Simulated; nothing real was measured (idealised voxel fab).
Presented below is a process module, voxel self aligned contacts.
The cross-section shown here is cut; it is 165 nm wide and divided into square cells measuring 5 nm on a side.
Cross-section layout: square cells on a grid; listed as bands, top to bottom; a band spans one or more cell rows. Basically the band line says how high the top is and how high the bottom is, in nm, and then what's in it from left to right, every material with its width in nm. Empty space shows up as "empty", and if a single material carries "everywhere" it runs the full band edge to edge. Note: height 0 marks the level under which the wafer is uniformly one material as received. Lowest band unbounded below, written "from 0 down". With a width like "30 to 40", each row of cells in the band differs from the next by the same amount, the top row carrying the first number and the bottom row the second. The cross-section has no changed cell in any step marked "same as before". The entry "Enclosed void listing" lists the empty spaces that cover at least 8 cells and have no open path to the top. Each is written as width x height at distance, where the distance is measured from the left edge and all three values are in nm. Formally, on a step line, whatever follows the settings is a remark that the simulator itself makes on the step. "overlay nm", when on a step's line for a step with a mask, measures how far to the right of its planned place the mask lay; a negative measure means to the left.
[So here's the lineup of process steps we planned]
step 1: RECEIVE with material Si
step 2: CONFORMAL_DEP with material SiO2, thk nm 5
step 3: DIRECTIONAL_DEP with material polySi, thk nm 30
step 4: DIRECTIONAL_DEP with material SiN, thk nm 15
step 5: MASKED_ETCH with tone cover, mask id GATE, width nm 35, pitch nm 70, etch materials SiN, depth nm 15, overlay nm 0
step 6: MASKED_ETCH with tone cover, mask id GATE, width nm 25, pitch nm 70, etch materials polySi, depth nm 30, overlay nm 0
step 7: CONFORMAL_DEP with material SiN, thk nm 5
step 8: DIRECTIONAL_ETCH with etch materials SiN, depth nm 5
step 9: FILL_DEP with material SiO2, thk nm 15
step 10: CMP with height nm 55
step 11: MASKED_ETCH with tone open, mask id CONTACT, width nm 45, etch materials SiO2, depth nm 55, overlay nm 0
step 12: CONFORMAL_DEP with material TiN, thk nm 5
step 13: FILL_DEP with material Ru, thk nm 10
step 14: CMP with height nm 55
step 15: CONFORMAL_DEP with material SiCN, thk nm 5
Be aware that, although all wafers share a common starting state, the width nm at step 6 differs among them, and the plan displays the first wafer's value.
[Cut through the first of several wafers as received, post step 1]
* from 0 down  Si everywhere
* Enclosed void listing: none
[End of module: cross-section of the first of several wafers after step 15, the last step]
* from 60 to 55  SiCN everywhere
* from 55 to 50  SiO2 60 nm / TiN 15 nm / Ru 15 nm / TiN 15 nm / SiO2 60 nm
* from 50 to 35  SiO2 25 nm / SiN 45 nm / TiN 5 nm / Ru 15 nm / TiN 5 nm / SiN 45 nm / SiO2 25 nm
* from 35 to 5  SiO2 25 nm / SiN 5 nm / polySi 35 nm / SiN 5 nm / TiN 5 nm / Ru 15 nm / TiN 5 nm / SiN 5 nm / polySi 35 nm / SiN 5 nm / SiO2 25 nm
* from 5 to 0  SiO2 70 nm / TiN 25 nm / SiO2 70 nm
* from 0 down  Si everywhere
* Enclosed void listing: none
[Sectional view of the last wafer upon completion of the module]
* from 60 to 55  SiCN everywhere
* from 55 to 50  SiO2 60 nm / TiN 15 nm / Ru 15 nm / TiN 15 nm / SiO2 60 nm
* from 50 to 40  SiO2 25 nm / SiN 45 nm / TiN 5 nm / Ru 15 nm / TiN 5 nm / SiN 45 nm / SiO2 25 nm
* from 40 to 35  SiO2 25 nm / SiN 45 nm / TiN 25 nm / SiN 45 nm / SiO2 25 nm
* from 35 to 5  SiO2 20 nm / SiN 5 nm / polySi 50 nm / SiN 5 nm / TiN 10 nm / SiN 5 nm / polySi 50 nm / SiN 5 nm / SiO2 15 nm
* from 5 to 0  SiO2 80 nm / TiN 10 nm / SiO2 75 nm
* from 0 down  Si everywhere
* Enclosed void listing: none
[So in this table every wafer gets its own row, and what you see is where it stands at the end of the module: for each material, how many cells it picked up (+) or gave up (-) since we received it, and after that its closed voids]
width nm 25, +30 Ru, +33 SiCN, +78 SiN, +142 SiO2, +29 TiN, +84 polySi, Enclosed void listing: none
width nm 30, +30 Ru, +33 SiCN, +78 SiN, +142 SiO2, +29 TiN, +84 polySi, Enclosed void listing: none
width nm 35, +30 Ru, +33 SiCN, +78 SiN, +142 SiO2, +29 TiN, +84 polySi, Enclosed void listing: none
width nm 40, +23 Ru, +33 SiCN, +78 SiN, +137 SiO2, +29 TiN, +96 polySi, Enclosed void listing: none
width nm 45, +16 Ru, +33 SiCN, +78 SiN, +132 SiO2, +29 TiN, +108 polySi, Enclosed void listing: none
width nm 50, +9 Ru, +33 SiCN, +78 SiN, +127 SiO2, +29 TiN, +120 polySi, Enclosed void listing: none
